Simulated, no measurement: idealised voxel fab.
Proc. module: voxel capacitor over wiring
We display cut, a cross-section 280 nm in width whose square cells are each 5 nm.
Cross-section = grid of square cells, listed top down in bands; band = one or more rows. It is stipulated that each band's entry specify, in nanometres, the height of the top of the band and then that of its bottom, followed by the materials of the band in left-to-right sequence, each together with its width in nanometres. A single material marked by the word "edge to edge" is understood to fill the band from edge to edge; the word "blank" is understood to denote empty space. The level at which height equals 0 is the one under which the wafer, as it arrives, is entirely one material. No lower edge exists for the bottom band, which continues downward and is notated as in "0 -> down". Top row gets the first number, bottom row gets the second, and each row in between changes by the same step: that is how a band width like "30->40" works. Take "left unchanged" at face value: in the step it is given for, the cross-section changed in none of its cells. So "Enclosed void inventory" is basically the list of trapped voids: any empty space of 8 cells or more that can't reach the top through an opening. They're written width x height at distance, the distance being from the left edge, and it's all nm. On a step's line, text after the settings is the simulator commenting on that step. overlay nm, on a step with a mask: how far to the right of its planned place the mask lay; to the left if negative.

-- Planned process steps
1 RECEIVE with material Si
2 CONFORMAL_DEP with material SiO2, thk nm 10
3 CONFORMAL_DEP with material SiCN, thk nm 5
4 DIRECTIONAL_DEP with material lowk, thk nm 25
5 PATTERN with tone open, mask id METAL_1, material resist, width nm 25, pitch nm 90, thk nm 15, overlay nm 0
6 DIRECTIONAL_ETCH with etch materials lowk, depth nm 25
7 DIRECTIONAL_ETCH with etch materials SiCN, depth nm 5
8 STRIP with etch materials resist
9 CONFORMAL_DEP with material TiN, thk nm 5
10 FILL_DEP with material Cu, thk nm 10
11 CMP with height nm 40
12 CONFORMAL_DEP with material SiCN, thk nm 5
13 DIRECTIONAL_DEP with material SiO2, thk nm 15
14 DIRECTIONAL_DEP with material aC, thk nm 10
15 PATTERN with tone open, mask id PLUG_1, material resist, width nm 15, thk nm 30, overlay nm 0
16 DIRECTIONAL_ETCH with etch materials aC, depth nm 10
17 STRIP with etch materials resist
18 DIRECTIONAL_ETCH with etch materials SiO2, depth nm 15
19 DIRECTIONAL_ETCH with etch materials SiCN, depth nm 5
20 STRIP with etch materials aC
21 EPI with material Ru, thk nm 10
22 EPI with material Ru, thk nm 10
23 DIRECTIONAL_DEP with material TiN, thk nm 10
24 DIRECTIONAL_DEP with material HfO2, thk nm 5
25 DIRECTIONAL_DEP with material TiN, thk nm 10
26 MASKED_ETCH with tone cover, mask id UPPER_PLATE, width nm 70, etch materials TiN, depth nm 10, overlay nm 0
27 MASKED_ETCH with tone cover, mask id UPPER_PLATE, width nm 70, etch materials HfO2, depth nm 5, overlay nm 0
28 MASKED_ETCH with tone cover, mask id LOWER_PLATE, width nm 80, etch materials TiN, depth nm 10, overlay nm 0
29 FILL_DEP with material SiO2, thk nm 20
30 CMP with height nm 100
31 PATTERN with tone open, mask id PLUG_2, material resist, width nm 15, thk nm 20, overlay nm 0
32 DIRECTIONAL_ETCH with etch materials SiO2, depth nm 15
33 STRIP with etch materials resist
34 CONFORMAL_DEP with material TiN, thk nm 5
35 FILL_DEP with material Ru, thk nm 5
36 CMP with height nm 100
37 CONFORMAL_DEP with material SiN, thk nm 5

-- Incoming wafer, cross-sectional view, post step 1
> 0 -> down | Si edge to edge
> Enclosed void inventory: none

-- Cross-sectional image of the first of two wafers at the end of the module, the run having proceeded as planned
> 105 -> 100 | SiN edge to edge
> 100 -> 90 | 100 nm SiO2  5 nm TiN  5 nm Ru  5 nm TiN  165 nm SiO2
> 90 -> 85 | 100 nm SiO2  15 nm TiN  165 nm SiO2
> 85 -> 75 | 90 nm SiO2  70 nm TiN  120 nm SiO2
> 75 -> 70 | 90 nm SiO2  70 nm HfO2  120 nm SiO2
> 70 -> 60 | 85 nm SiO2  80 nm TiN  115 nm SiO2
> 60 -> 45 | 90 nm SiO2  15 nm Ru  175 nm SiO2
> 45 -> 40 | 90 nm SiCN  15 nm Ru  175 nm SiCN
> 40 -> 15 | 80 nm lowk  5 nm TiN  15 nm Cu  5 nm TiN  65 nm lowk  5 nm TiN  15 nm Cu  5 nm TiN  85 nm lowk
> 15 -> 10 | 80 nm SiCN  25 nm TiN  65 nm SiCN  25 nm TiN  85 nm SiCN
> 10 -> 0 | SiO2 edge to edge
> 0 -> down | Si edge to edge
> Enclosed void inventory: none

-- Second wafer cross-section at end of module - shared start and plan with the first, one mistake in the run
> 105 -> 100 | SiN edge to edge
> 100 -> 90 | 100 nm SiO2  5 nm TiN  5 nm Ru  5 nm TiN  165 nm SiO2
> 90 -> 85 | 100 nm SiO2  15 nm TiN  165 nm SiO2
> 85 -> 75 | 105 nm SiO2  55 nm TiN  120 nm SiO2
> 75 -> 70 | 90 nm SiO2  15 nm TiN  55 nm HfO2  120 nm SiO2
> 70 -> 65 | 85 nm SiO2  80 nm TiN  115 nm SiO2
> 65 -> 60 | 85 nm SiO2  5 nm TiN  15 nm HfO2  60 nm TiN  115 nm SiO2
> 60 -> 50 | 90 nm SiO2  15 nm TiN  175 nm SiO2
> 50 -> 45 | 90 nm SiO2  15 nm Ru  175 nm SiO2
> 45 -> 40 | 90 nm SiCN  15 nm Ru  175 nm SiCN
> 40 -> 15 | 80 nm lowk  5 nm TiN  15 nm Cu  5 nm TiN  65 nm lowk  5 nm TiN  15 nm Cu  5 nm TiN  85 nm lowk
> 15 -> 10 | 80 nm SiCN  25 nm TiN  65 nm SiCN  25 nm TiN  85 nm SiCN
> 10 -> 0 | SiO2 edge to edge
> 0 -> down | Si edge to edge
> Enclosed void inventory: none
Deviation noted in wafer processing: a step was left out from among the identical steps 21 and 22, and there is no telling which
Cell-count delta at end, second wafer over first, by material: Ru: 6 fewer; SiO2: 6 more
